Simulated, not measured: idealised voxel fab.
Process module name: voxel transistor to metal
For reference, the cross-section in this document is cut, with width 215 nm and square cells of 5 nm.
Each cross-section below is a grid of square cells, stated as bands in top-down order, with one or more rows of cells making up each band.
Heights first: top, then bottom, in nm. Then materials, left to right, each with a width in nm. "all across" on a single material: fills the band edge to edge. "air": empty space.
Ref level 0: as-received wafer is one material below here. Bottom band extends down with no lower bound ("from 0 down").
A two-number width, for instance "30 to 40", indicates that the width is equal to the first number in the top row of the band and to the second number in the bottom row, and that it changes by a constant amount per row of cells.
Key: "all unchanged" - step with no changed cell in the cross-section.
"Closed void list" lists enclosed empty spaces (at least 8 cells, no open path upward to the top), each as width x height at distance from the left edge, in nm.
If you see something after the settings on a step's line, that's the simulator's own remark about that step.
The line of a step may include "overlay nm". On a step with a mask, this value is how far to the right of its planned place the mask lay. A negative value means the mask lay to the left.

[So here's the lineup of process steps we planned]
1 RECEIVE (material Si)
2 OXIDIZE (depth nm 5)
3 CONFORMAL_DEP (material SiN; thk nm 15)
4 DIRECTIONAL_DEP (material aC; thk nm 10)
5 PATTERN (tone cover; mask id ACTIVE; material resist; width nm 115; thk nm 25; overlay nm 0)
6 DIRECTIONAL_ETCH (etch materials aC; depth nm 10)
7 STRIP (etch materials resist)
8 DIRECTIONAL_ETCH (etch materials SiN; depth nm 15)
9 DIRECTIONAL_ETCH (etch materials SiO2; depth nm 5)
10 DIRECTIONAL_ETCH (etch materials Si; depth nm 25)
11 STRIP (etch materials aC)
12 OXIDIZE (depth nm 5)
13 FILL_DEP (material SiO2; thk nm 15)
14 CMP (height nm 15)
15 SELECTIVE_ETCH (etch materials SiO2; depth nm 15)
16 STRIP (etch materials SiN)
17 SELECTIVE_ETCH (etch materials SiO2; depth nm 5)
18 OXIDIZE (depth nm 5)
19 DIRECTIONAL_DEP (material polySi; thk nm 20)
20 DIRECTIONAL_DEP (material SiCN; thk nm 10)
21 PATTERN (tone cover; mask id GATE; material resist; width nm 25; thk nm 20; overlay nm 0)
22 DIRECTIONAL_ETCH (etch materials SiCN; depth nm 20)
23 DIRECTIONAL_ETCH (etch materials polySi; depth nm 30)
24 STRIP (etch materials resist)
25 CONFORMAL_DEP (material SiN; thk nm 5)
26 DIRECTIONAL_ETCH (etch materials SiN; depth nm 5)
27 DIRECTIONAL_ETCH (etch materials SiO2; depth nm 5)
28 DIRECTIONAL_ETCH (etch materials Si; depth nm 15)
29 EPI (material SiGe; thk nm 15)
30 FILL_DEP (material SiO2; thk nm 10)
31 CMP (height nm 15)
32 STRIP (etch materials polySi)
33 SELECTIVE_ETCH (etch materials SiO2; depth nm 5)
34 CONFORMAL_DEP (material HfO2; thk nm 5)
35 CONFORMAL_DEP (material TiN; thk nm 5)
36 FILL_DEP (material W; thk nm 10)
37 CMP (height nm 10)
38 DIRECTIONAL_DEP (material SiO2; thk nm 15)
39 PATTERN (tone open; mask id CONTACT; material resist; width nm 20; pitch nm 85; thk nm 20; overlay nm -15)
40 DIRECTIONAL_ETCH (etch materials SiO2; depth nm 35)
41 STRIP (etch materials resist)
42 CONFORMAL_DEP (material TiN; thk nm 5)
43 FILL_DEP (material W; thk nm 10)
44 CMP (height nm 25)
45 DIRECTIONAL_DEP (material TiN; thk nm 5)
46 DIRECTIONAL_DEP (material Ru; thk nm 15)
47 PATTERN (tone cover; mask id METAL_1; material resist; width nm 20; pitch nm 85; thk nm 20; overlay nm 0)
48 DIRECTIONAL_ETCH (etch materials Ru; depth nm 15)
49 DIRECTIONAL_ETCH (etch materials TiN; depth nm 5)
50 STRIP (etch materials resist)
51 CONFORMAL_DEP (material SiCN; thk nm 5)
52 FILL_DEP (material lowk; thk nm 10)
53 CMP (height nm 45)
54 CONFORMAL_DEP (material SiCN; thk nm 5)
Heads up: all these wafers start the same, and what changes between them is the overlay nm in step 39. The value you see in the plan is just what the first wafer got.

[The first of several wafers as received, shown in cross-section; this is its state after step 1]
> from 0 down: Si all across
> Closed void list: none

[Module finished, last step 54 done: cross-section of the first of several wafers]
> from 50 to 45: SiCN all across
> from 45 to 30: lowk 50 nm / SiCN 5 nm / Ru 20 nm / SiCN 5 nm / lowk 55 nm / SiCN 5 nm / Ru 20 nm / SiCN 5 nm / lowk 50 nm
> from 30 to 25: SiCN 55 nm / TiN 20 nm / SiCN 65 nm / TiN 20 nm / SiCN 55 nm
> from 25 to 10: SiO2 40 nm / TiN 5 nm / W 10 nm / TiN 5 nm / SiO2 65 nm / TiN 5 nm / W 10 nm / TiN 5 nm / SiO2 70 nm
> from 10 to 5: SiO2 40 nm / TiN 5 nm / W 10 nm / TiN 5 nm / SiO2 30 nm / SiN 5 nm / HfO2 5 nm / TiN 5 nm / W 5 nm / TiN 5 nm / HfO2 5 nm / SiN 5 nm / TiN 20 nm / SiO2 70 nm
> from 5 to 0: SiO2 40 nm / TiN 5 nm / W 10 nm / TiN 5 nm / SiO2 15 nm / SiGe 15 nm / SiN 5 nm / HfO2 5 nm / TiN 5 nm / W 5 nm / TiN 5 nm / HfO2 5 nm / SiN 5 nm / SiGe 15 nm / TiN 5 nm / SiO2 70 nm
> from 0 to -5: SiO2 40 nm / TiN 5 nm / W 10 nm / TiN 5 nm / SiO2 15 nm / SiGe 15 nm / SiN 5 nm / HfO2 5 nm / TiN 15 nm / HfO2 5 nm / SiN 5 nm / SiGe 15 nm / TiN 5 nm / SiO2 70 nm
> from -5 to -10: SiO2 40 nm / TiN 20 nm / SiO2 15 nm / SiGe 15 nm / HfO2 35 nm / SiGe 15 nm / TiN 5 nm / SiO2 70 nm
> from -10 to -25: SiO2 55 nm / SiGe 35 nm / Si 35 nm / SiGe 35 nm / SiO2 55 nm
> from -25 to -35: SiO2 55 nm / Si 105 nm / SiO2 55 nm
> from -35 down: Si all across
> Closed void list: none

[Module end, final wafer: cross-section]
> from 50 to 45: SiCN all across
> from 45 to 30: lowk 50 nm / SiCN 5 nm / Ru 20 nm / SiCN 5 nm / lowk 55 nm / SiCN 5 nm / Ru 20 nm / SiCN 5 nm / lowk 50 nm
> from 30 to 25: SiCN 55 nm / TiN 20 nm / SiCN 65 nm / TiN 20 nm / SiCN 55 nm
> from 25 to 10: SiO2 70 nm / TiN 5 nm / W 10 nm / TiN 5 nm / SiO2 65 nm / TiN 5 nm / W 10 nm / TiN 5 nm / SiO2 40 nm
> from 10 to 5: SiO2 70 nm / TiN 20 nm / SiN 5 nm / HfO2 5 nm / TiN 5 nm / W 5 nm / TiN 5 nm / HfO2 5 nm / SiN 5 nm / SiO2 30 nm / TiN 5 nm / W 10 nm / TiN 5 nm / SiO2 40 nm
> from 5 to 0: SiO2 70 nm / TiN 5 nm / SiGe 15 nm / SiN 5 nm / HfO2 5 nm / TiN 5 nm / W 5 nm / TiN 5 nm / HfO2 5 nm / SiN 5 nm / SiGe 15 nm / SiO2 15 nm / TiN 5 nm / W 10 nm / TiN 5 nm / SiO2 40 nm
> from 0 to -5: SiO2 70 nm / TiN 5 nm / SiGe 15 nm / SiN 5 nm / HfO2 5 nm / TiN 15 nm / HfO2 5 nm / SiN 5 nm / SiGe 15 nm / SiO2 15 nm / TiN 5 nm / W 10 nm / TiN 5 nm / SiO2 40 nm
> from -5 to -10: SiO2 70 nm / TiN 5 nm / SiGe 15 nm / HfO2 35 nm / SiGe 15 nm / SiO2 15 nm / TiN 20 nm / SiO2 40 nm
> from -10 to -25: SiO2 55 nm / SiGe 35 nm / Si 35 nm / SiGe 35 nm / SiO2 55 nm
> from -25 to -35: SiO2 55 nm / Si 105 nm / SiO2 55 nm
> from -35 down: Si all across
> Closed void list: none

[So in this table every wafer gets its own row, and what you see is where it stands at the end of the module: for each material, how many cells it picked up (+) or gave up (-) since we received it, and after that its closed voids]
overlay nm -15 | +13 HfO2 | +24 Ru | -238 Si | +90 SiCN | +60 SiGe | +6 SiN | +318 SiO2 | +44 TiN | +20 W | +93 lowk | Closed void list: none
overlay nm -10 | +13 HfO2 | +24 Ru | -238 Si | +90 SiCN | +60 SiGe | +6 SiN | +315 SiO2 | +47 TiN | +20 W | +93 lowk | Closed void list: none
overlay nm -5 | +13 HfO2 | +24 Ru | -238 Si | +90 SiCN | +60 SiGe | +6 SiN | +312 SiO2 | +47 TiN | +23 W | +93 lowk | Closed void list: none
overlay nm 0 | +13 HfO2 | +24 Ru | -238 Si | +90 SiCN | +60 SiGe | +6 SiN | +309 SiO2 | +47 TiN | +26 W | +93 lowk | Closed void list: none
overlay nm 5 | +13 HfO2 | +24 Ru | -238 Si | +90 SiCN | +60 SiGe | +6 SiN | +312 SiO2 | +47 TiN | +23 W | +93 lowk | Closed void list: none
overlay nm 10 | +13 HfO2 | +24 Ru | -238 Si | +90 SiCN | +60 SiGe | +6 SiN | +315 SiO2 | +47 TiN | +20 W | +93 lowk | Closed void list: none
overlay nm 15 | +13 HfO2 | +24 Ru | -238 Si | +90 SiCN | +60 SiGe | +6 SiN | +318 SiO2 | +44 TiN | +20 W | +93 lowk | Closed void list: none
